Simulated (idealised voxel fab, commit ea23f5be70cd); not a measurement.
You're looking at the process module voxel ribs on slabs.
Cross-section cut: width 260 nm, square cells of 5 nm.
This document writes a cross-section as a grid whose cells are square, and gives it as bands, listed from the top down; one or more rows of cells form a band.
Basically the band line says how high the top is and how high the bottom is, in nm, and then what's in it from left to right, every material with its width in nm. Empty space shows up as "empty", and if a single material carries "edge to edge" it runs the full band edge to edge.
Heights are measured from 0, the level below which the as-received wafer is all one material; the lowest band has no bottom and continues downward, written as in "0 and below".
A width such as "30->40" changes by the same amount from each row of cells to the next, from the band's top row to its bottom row.
Reading "nothing was modified" for a step: not a cell of the cross-section changed in it.
"Enclosed cavity list" contains a list of empty spaces, each no smaller than 8 cells and without an open way to the top, written in the form width x height at distance with the distance from the left edge and all three in nm.
What comes after the settings on a step's line is commentary from the simulator itself on that step.
When a step includes a mask, the "overlay nm" setting on its line states how far to the right of its planned place that mask lay, and negative values state how far to the left.
Planned step list for the process
1 RECEIVE: material Si
2 DIRECTIONAL_DEP: material SiO2, thk nm 20
3 DIRECTIONAL_DEP: material polySi, thk nm 25
4 MASKED_ETCH: tone cover, mask id RIB, width nm 20, etch materials polySi, depth nm 20, overlay nm 0
5 DIRECTIONAL_DEP: material aC, thk nm 15
6 PATTERN: tone cover, mask id SLAB, material resist, width nm 60, thk nm 35, overlay nm 0
7 DIRECTIONAL_ETCH: etch materials aC, depth nm 15
8 STRIP: etch materials resist
9 DIRECTIONAL_ETCH: etch materials polySi, depth nm 5
10 STRIP: etch materials aC
11 FILL_DEP: material SiO2, thk nm 15
12 CMP: height nm 55
13 DIRECTIONAL_DEP: material TiN, thk nm 5
14 DIRECTIONAL_DEP: material aC, thk nm 10
15 PATTERN: tone cover, mask id HEATER, material resist, width nm 30, thk nm 30, overlay nm 0
16 DIRECTIONAL_ETCH: etch materials aC, depth nm 10
17 STRIP: etch materials resist
18 DIRECTIONAL_ETCH: etch materials TiN, depth nm 5
19 STRIP: etch materials aC
20 CONFORMAL_DEP: material SiN, thk nm 10
On the first of the two wafers: run conducted according to plan
Incoming wafer in cross-section (state: after step 1)
  0 and below  Si edge to edge
  Enclosed cavity list: none
Cross-section of the wafer after step 2
  20 down to 0  SiO2 edge to edge
  Below 0, no change.
Cross-section of the wafer after step 3
  45 down to 20  polySi edge to edge
  Below 20, no change.
Cross-section of the wafer after step 4
  45 down to 25  120 empty | 20 polySi | 120 empty
  Below 25, no change.
Cross-section of the wafer after step 5
  60 down to 45  120 empty | 20 aC | 120 empty
  45 down to 40  120 empty | 20 polySi | 120 empty
  40 down to 25  120 aC | 20 polySi | 120 aC
  Below 25, no change.
Cross-section of the wafer after step 6
  95 down to 60  100 empty | 60 resist | 100 empty
  60 down to 45  100 empty | 20 resist | 20 aC | 20 resist | 100 empty
  45 down to 40  100 empty | 20 resist | 20 polySi | 20 resist | 100 empty
  Below 40, no change.
Cross-section of the wafer after step 7
  80 down to 60  100 empty | 60 resist | 100 empty
  60 down to 45  100 empty | 20 resist | 20 aC | 20 resist | 100 empty
  45 down to 40  100 empty | 20 resist | 20 polySi | 20 resist | 100 empty
  40 down to 25  100 empty | 20 aC | 20 polySi | 20 aC | 100 empty
  Below 25, no change.
Cross-section of the wafer after step 8
  60 down to 45  120 empty | 20 aC | 120 empty
  45 down to 40  120 empty | 20 polySi | 120 empty
  Below 40, no change.
Cross-section of the wafer after step 9
  60 down to 45  120 empty | 20 aC | 120 empty
  45 down to 40  120 empty | 20 polySi | 120 empty
  40 down to 25  100 empty | 20 aC | 20 polySi | 20 aC | 100 empty
  25 down to 20  100 empty | 60 polySi | 100 empty
  Below 20, no change.
Cross-section of the wafer after step 10
  45 down to 25  120 empty | 20 polySi | 120 empty
  Below 25, no change.
Cross-section of the wafer after step 11
  60 down to 45  SiO2 edge to edge
  45 down to 25  120 SiO2 | 20 polySi | 120 SiO2
  25 down to 20  100 SiO2 | 60 polySi | 100 SiO2
  Below 20, no change.
Cross-section of the wafer after step 12
  55 down to 45  SiO2 edge to edge
  Below 45, no change.
Cross-section of the wafer after step 13
  60 down to 55  TiN edge to edge
  Below 55, no change.
Cross-section of the wafer after step 14
  70 down to 60  aC edge to edge
  Below 60, no change.
Cross-section of the wafer after step 15
  100 down to 70  115 empty | 30 resist | 115 empty
  Below 70, no change.
Cross-section of the wafer after step 16
  90 down to 70  115 empty | 30 resist | 115 empty
  70 down to 60  115 empty | 30 aC | 115 empty
  Below 60, no change.
Cross-section of the wafer after step 17
  70 down to 60  115 empty | 30 aC | 115 empty
  Below 60, no change.
Cross-section of the wafer after step 18
  70 down to 60  115 empty | 30 aC | 115 empty
  60 down to 55  115 empty | 30 TiN | 115 empty
  Below 55, no change.
Cross-section of the wafer after step 19
  60 down to 55  115 empty | 30 TiN | 115 empty
  Below 55, no change.
Cross-section of the wafer after step 20
  70 down to 65  105 empty | 50 SiN | 105 empty
  65 down to 60  SiN edge to edge
  60 down to 55  115 SiN | 30 TiN | 115 SiN
  Below 55, no change.
Second wafer, same starting state and plan as the first, one mistake in the run, identical through step 1
Planned end of step 2: second wafer, cross-section
  25 down to 0  polySi edge to edge
  Below 0, no change.
Planned end of step 3: second wafer, cross-section
  45 down to 25  SiO2 edge to edge
  Below 25, no change.
Planned end of step 4: second wafer, cross-section: nothing was modified
Planned end of step 5: second wafer, cross-section
  60 down to 45  aC edge to edge
  Below 45, no change.
Planned end of step 6: second wafer, cross-section
  95 down to 60  100 empty | 60 resist | 100 empty
  Below 60, no change.
Planned end of step 7: second wafer, cross-section
  80 down to 60  100 empty | 60 resist | 100 empty
  60 down to 45  100 empty | 60 aC | 100 empty
  Below 45, no change.
Planned end of step 8: second wafer, cross-section
  60 down to 45  100 empty | 60 aC | 100 empty
  Below 45, no change.
Planned end of step 9: second wafer, cross-section: nothing was modified
Planned end of step 10: second wafer, cross-section
  45 down to 25  SiO2 edge to edge
  Below 25, no change.
Planned end of step 11: second wafer, cross-section
  60 down to 25  SiO2 edge to edge
  Below 25, no change.
Planned end of step 12: second wafer, cross-section
  55 down to 25  SiO2 edge to edge
  Below 25, no change.
Planned end of step 13: second wafer, cross-section
  60 down to 55  TiN edge to edge
  Below 55, no change.
Planned end of step 14: second wafer, cross-section
  70 down to 60  aC edge to edge
  Below 60, no change.
Planned end of step 15: second wafer, cross-section
  100 down to 70  115 empty | 30 resist | 115 empty
  Below 70, no change.
Planned end of step 16: second wafer, cross-section
  90 down to 70  115 empty | 30 resist | 115 empty
  70 down to 60  115 empty | 30 aC | 115 empty
  Below 60, no change.
Planned end of step 17: second wafer, cross-section
  70 down to 60  115 empty | 30 aC | 115 empty
  Below 60, no change.
Planned end of step 18: second wafer, cross-section
  70 down to 60  115 empty | 30 aC | 115 empty
  60 down to 55  115 empty | 30 TiN | 115 empty
  Below 55, no change.
Planned end of step 19: second wafer, cross-section
  60 down to 55  115 empty | 30 TiN | 115 empty
  Below 55, no change.
Planned end of step 20: second wafer, cross-section
  70 down to 65  105 empty | 50 SiN | 105 empty
  65 down to 60  SiN edge to edge
  60 down to 55  115 SiN | 30 TiN | 115 SiN
  Below 55, no change.
Short version of what went wrong: plan steps 2 and 3 run swapped
End of process, cell counts, second wafer against first, materials with more or fewer: -232 SiO2; +232 polySi
